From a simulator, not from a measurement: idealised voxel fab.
Name of the process module below: voxel double patterning
Cross-section cut: width 265 nm, square cells of 5 nm.
Format of a cross-section: grid, square cells. Given as bands. Order: top down. Band: one or more rows of cells.
Band entry format. Leading values: height of top, height of bottom, nm. Remainder: materials in left-to-right order, each with its width in nm. Special words: "edge to edge" on a single material, which then fills the band edge to edge; "blank", empty space.
Below 0: as-received wafer, all one material; heights counted from there. Lowest band: no bottom, goes on down, written "z 0 and below".
Per-row width for "30->40": begins at first number (top row of band), ends at second number (bottom row), increment between rows held constant.
Where the words "no modification" appear for a step, the cross-section shows no cell changed by that step; every cell remained as before.
Empty spaces without an open route to the top, at least 8 cells in extent, make up the entry "Voids lacking openings"; each is given as width x height at distance, where the distance is measured from the left edge, and all are in nm.
On a step's line, text after the settings is the simulator commenting on that step.
A step line may carry the setting "overlay nm", which, for steps involving a mask, states the distance by which the mask lay to the right of its intended position; negative values denote displacement to the left.
**Set out below are the planned steps of the process**
1. RECEIVE [material Si]
2. CONFORMAL_DEP [material SiO2] [thk nm 5]
3. DIRECTIONAL_DEP [material W] [thk nm 15]
4. DIRECTIONAL_DEP [material SiCN] [thk nm 10]
5. PATTERN [tone open] [mask id FIRST] [material resist] [width nm 15] [pitch nm 50] [thk nm 20] [overlay nm 0]
6. DIRECTIONAL_ETCH [etch materials SiCN] [depth nm 10]
7. STRIP [etch materials resist]
8. MASKED_ETCH [tone open] [mask id SECOND] [width nm 15] [pitch nm 50] [etch materials SiCN] [depth nm 10] [overlay nm 0]
9. DIRECTIONAL_ETCH [etch materials W] [depth nm 15]
10. STRIP [etch materials SiCN]
**Cross-section, incoming material, after step 1**
    z 0 and below: Si edge to edge
    Voids lacking openings: none
**Here's the cross-section of the first of our two wafers at the end of the module - it ran as planned**
    z 20 to 5: 75 nm W, then 15 nm blank, then 10 nm W, then 15 nm blank, then 10 nm W, then 15 nm blank, then 10 nm W, then 15 nm blank, then 10 nm W, then 15 nm blank, then 75 nm W
    z 5 to 0: SiO2 edge to edge
    z 0 and below: Si edge to edge
    Voids lacking openings: none
**Cross-sectional image of the second wafer of the two following completion of the module. Starting state and process plan were the same as for the first wafer; one execution error occurred**
    z 20 to 15: 75 nm W, then 15 nm blank, then 10 nm W, then 15 nm blank, then 10 nm W, then 15 nm blank, then 10 nm W, then 15 nm blank, then 10 nm W, then 15 nm blank, then 75 nm W
    z 15 to 5: W edge to edge
    z 5 to 0: SiO2 edge to edge
    z 0 and below: Si edge to edge
    Voids lacking openings: none
Deviation from plan: rather than as planned, step 9 actually ran as DIRECTIONAL_ETCH [etch materials W] [depth nm 5]
Cell-count delta at end, second wafer over first, by material: 30 more of W
